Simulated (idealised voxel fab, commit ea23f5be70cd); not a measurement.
The process module that follows is named voxel trench capacitor.
Each square cell in cross-section cut measures 5 nm, and the section as a whole is 300 nm wide.
The cross-sections in this document take the form of a grid made of square cells. They are written out as bands, in order from top to bottom. Each band consists of one or more rows of cells.
First you get the band's top height and its bottom height, in nm, and then the materials it's made of, left to right, with each width in nm. If you see a single material with "full width", that one covers the band edge to edge. "air" is empty space.
Below 0: as-received wafer, all one material; heights counted from there. Lowest band: no bottom, goes on down, written "top 0, no bottom".
So if you see something like "30->40" for the width, read it as the top row of the band sitting at the first number and the bottom row at the second, with every row in between moving by the same amount as the last.
Take "no alteration" at face value: in the step it is given for, the cross-section changed in none of its cells.
"Closed cavity list" specifies each empty space that is not open to the top and that occupies no fewer than 8 cells, using the form width x height at distance, the distance measured from the left edge and all three quantities in nm.
Read whatever lies past the settings on a step's line as the simulator's own remark about the step.
A step line may carry the setting "overlay nm", which, for steps involving a mask, states the distance by which the mask lay to the right of its intended position; negative values denote displacement to the left.

Planned process steps:
- 1: RECEIVE (material Si)
- 2: CONFORMAL_DEP (material SiN; thk nm 10)
- 3: PATTERN (tone open; mask id TRENCH; material resist; width nm 15; pitch nm 40; thk nm 20; overlay nm -15)
- 4: DIRECTIONAL_ETCH (etch materials SiN; depth nm 10)
- 5: DIRECTIONAL_ETCH (etch materials Si; depth nm 25)
- 6: STRIP (etch materials resist)
- 7: CONFORMAL_DEP (material Al2O3; thk nm 5)
- 8: FILL_DEP (material polySi; thk nm 5)
- 9: CMP (height nm 10)
Wafers differ in overlay nm at step 3; plan lists the first wafer's value; identical starting state.

Cross-section: the first of several wafers in its as-received state, i.e. following step 1:
top 0, no bottom | Si full width
Closed cavity list: none

Wafer rows; end of module; cells per material since receipt: (+) gained, (-) lost; then closed voids:
overlay nm -15; +60 Al2O3; -60 Si; +96 SiN; +24 polySi; Closed cavity list: none
overlay nm -10; +60 Al2O3; -60 Si; +96 SiN; +24 polySi; Closed cavity list: none
overlay nm -5; +60 Al2O3; -60 Si; +96 SiN; +24 polySi; Closed cavity list: none
overlay nm 0; +60 Al2O3; -60 Si; +96 SiN; +24 polySi; Closed cavity list: none
overlay nm 5; +60 Al2O3; -60 Si; +96 SiN; +24 polySi; Closed cavity list: none
overlay nm 10; +60 Al2O3; -60 Si; +96 SiN; +24 polySi; Closed cavity list: none
overlay nm 15; +60 Al2O3; -60 Si; +96 SiN; +24 polySi; Closed cavity list: none
